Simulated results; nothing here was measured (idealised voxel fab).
Module name: voxel capacitor over wiring (process module)
FYI the section here is cut, 170 nm wide, cells are 5 nm squares.
Cross-section format: a grid of square cells, given as bands from top to bottom; each band is one or more rows of cells. Top, bottom (nm), then materials left to right with widths (nm); lone material tagged "everywhere" fills the whole band edge to edge; "air" = empty space. Height reference: 0 = level under which incoming wafer is all one material. Lowest band: no bottom, runs on downward, e.g. "top 0, no bottom". A two-number width, for instance "30..40", indicates that the width is equal to the first number in the top row of the band and to the second number in the bottom row, and that it changes by a constant amount per row of cells. The cross-section has no changed cell in any step marked "stayed the same". Basically, "Voids lacking openings" tells you about the enclosed voids: empty spaces with no open way to the top, 8 cells or bigger, each written width x height at distance, where distance is from the left edge, all in nm. Note: text after step settings on the step line = simulator remark on that step. What "overlay nm" on a step's line means: if the step has a mask, that mask lay this far to the right of its planned place, or, when the value is negative, to the left.
## The following list gives the planned process steps
step 1: RECEIVE [material Si]
step 2: CONFORMAL_DEP [material SiO2] [thk nm 15]
step 3: CONFORMAL_DEP [material SiN] [thk nm 5]
step 4: DIRECTIONAL_DEP [material SiO2] [thk nm 25]
step 5: DIRECTIONAL_DEP [material aC] [thk nm 15]
step 6: PATTERN [tone open] [mask id METAL_1] [material resist] [width nm 30] [pitch nm 90] [thk nm 30] [overlay nm 0]
step 7: DIRECTIONAL_ETCH [etch materials aC] [depth nm 15]
step 8: STRIP [etch materials resist]
step 9: DIRECTIONAL_ETCH [etch materials SiO2] [depth nm 25]
step 10: DIRECTIONAL_ETCH [etch materials SiN] [depth nm 5]
step 11: STRIP [etch materials aC]
step 12: CONFORMAL_DEP [material TiN] [thk nm 5]
step 13: FILL_DEP [material Cu] [thk nm 10]
step 14: CMP [height nm 45]
step 15: CONFORMAL_DEP [material SiCN] [thk nm 5]
step 16: DIRECTIONAL_DEP [material SiO2] [thk nm 15]
step 17: PATTERN [tone open] [mask id PLUG_1] [material resist] [width nm 15] [thk nm 20] [overlay nm 0]
step 18: DIRECTIONAL_ETCH [etch materials SiO2] [depth nm 15]
step 19: DIRECTIONAL_ETCH [etch materials SiCN] [depth nm 5]
step 20: STRIP [etch materials resist]
step 21: CONFORMAL_DEP [material TiN] [thk nm 5]
step 22: FILL_DEP [material W] [thk nm 5]
step 23: CMP [height nm 65]
step 24: DIRECTIONAL_DEP [material TiN] [thk nm 5]
step 25: DIRECTIONAL_DEP [material SiN] [thk nm 5]
step 26: DIRECTIONAL_DEP [material TiN] [thk nm 5]
step 27: MASKED_ETCH [tone cover] [mask id UPPER_PLATE] [width nm 65] [etch materials TiN] [depth nm 5] [overlay nm 0]
step 28: MASKED_ETCH [tone cover] [mask id UPPER_PLATE] [width nm 65] [etch materials SiN] [depth nm 5] [overlay nm 0]
step 29: DIRECTIONAL_DEP [material aC] [thk nm 15]
step 30: PATTERN [tone cover] [mask id LOWER_PLATE] [material resist] [width nm 75] [thk nm 35] [overlay nm 0]
step 31: DIRECTIONAL_ETCH [etch materials aC] [depth nm 15]
step 32: STRIP [etch materials resist]
step 33: DIRECTIONAL_ETCH [etch materials TiN] [depth nm 5]
step 34: STRIP [etch materials aC]
step 35: FILL_DEP [material SiO2] [thk nm 15]
step 36: CMP [height nm 90]
step 37: MASKED_ETCH [tone open] [mask id PLUG_2] [width nm 15] [etch materials SiO2] [depth nm 10] [overlay nm 0]
step 38: CONFORMAL_DEP [material TiN] [thk nm 5]
step 39: FILL_DEP [material Cu] [thk nm 5]
step 40: CMP [height nm 90]
step 41: CONFORMAL_DEP [material SiCN] [thk nm 5]
## Step 1 complete: cross-section of the wafer as received
	top 0, no bottom | Si everywhere
	Voids lacking openings: none
## Cross-sectional image of the first of two wafers at the end of the module, the run having proceeded as planned
	top 95, bottom 90 | SiCN everywhere
	top 90, bottom 85 | 50 of SiO2 / 5 of TiN / 5 of Cu / 5 of TiN / 105 of SiO2
	top 85, bottom 75 | 50..40 of SiO2 / 15..65 of TiN / 105..65 of SiO2
	top 75, bottom 70 | 40 of SiO2 / 65 of SiN / 65 of SiO2
	top 70, bottom 65 | 35 of SiO2 / 75 of TiN / 60 of SiO2
	top 65, bottom 50 | 40 of SiO2 / 5 of TiN / 5 of W / 5 of TiN / 115 of SiO2
	top 50, bottom 45 | 40 of SiCN / 15 of TiN / 115 of SiCN
	top 45, bottom 20 | 25 of SiO2 / 5 of TiN / 20 of Cu / 5 of TiN / 60 of SiO2 / 5 of TiN / 20 of Cu / 5 of TiN / 25 of SiO2
	top 20, bottom 15 | 25 of SiN / 30 of TiN / 60 of SiN / 30 of TiN / 25 of SiN
	top 15, bottom 0 | SiO2 everywhere
	top 0, no bottom | Si everywhere
	Voids lacking openings: none
## Now the second wafer, cross-sectioned at the end of the module. Nothing different at the start, nothing different in the plan compared with the first, just one mistake when it was actually run
	top 95, bottom 90 | SiCN everywhere
	top 90, bottom 85 | 50 of SiO2 / 5 of TiN / 5 of Cu / 5 of TiN / 105 of SiO2
	top 85, bottom 80 | 50 of SiO2 / 15 of TiN / 105 of SiO2
	top 80, bottom 75 | SiO2 everywhere
	top 75, bottom 70 | 40 of SiO2 / 65 of SiN / 65 of SiO2
	top 70, bottom 65 | 35 of SiO2 / 75 of TiN / 60 of SiO2
	top 65, bottom 50 | 40 of SiO2 / 5 of TiN / 5 of W / 5 of TiN / 115 of SiO2
	top 50, bottom 45 | 40 of SiCN / 15 of TiN / 115 of SiCN
	top 45, bottom 20 | 25 of SiO2 / 5 of TiN / 20 of Cu / 5 of TiN / 60 of SiO2 / 5 of TiN / 20 of Cu / 5 of TiN / 25 of SiO2
	top 20, bottom 15 | 25 of SiN / 30 of TiN / 60 of SiN / 30 of TiN / 25 of SiN
	top 15, bottom 0 | SiO2 everywhere
	top 0, no bottom | Si everywhere
	Voids lacking openings: none
Heads up, the wafer didn't run the way we planned it: step 26 of the plan got skipped, so it never ran
Looking at both finished wafers in cells, the second ends up ahead of or behind the first on some materials: 13 more of SiO2; 13 fewer of TiN
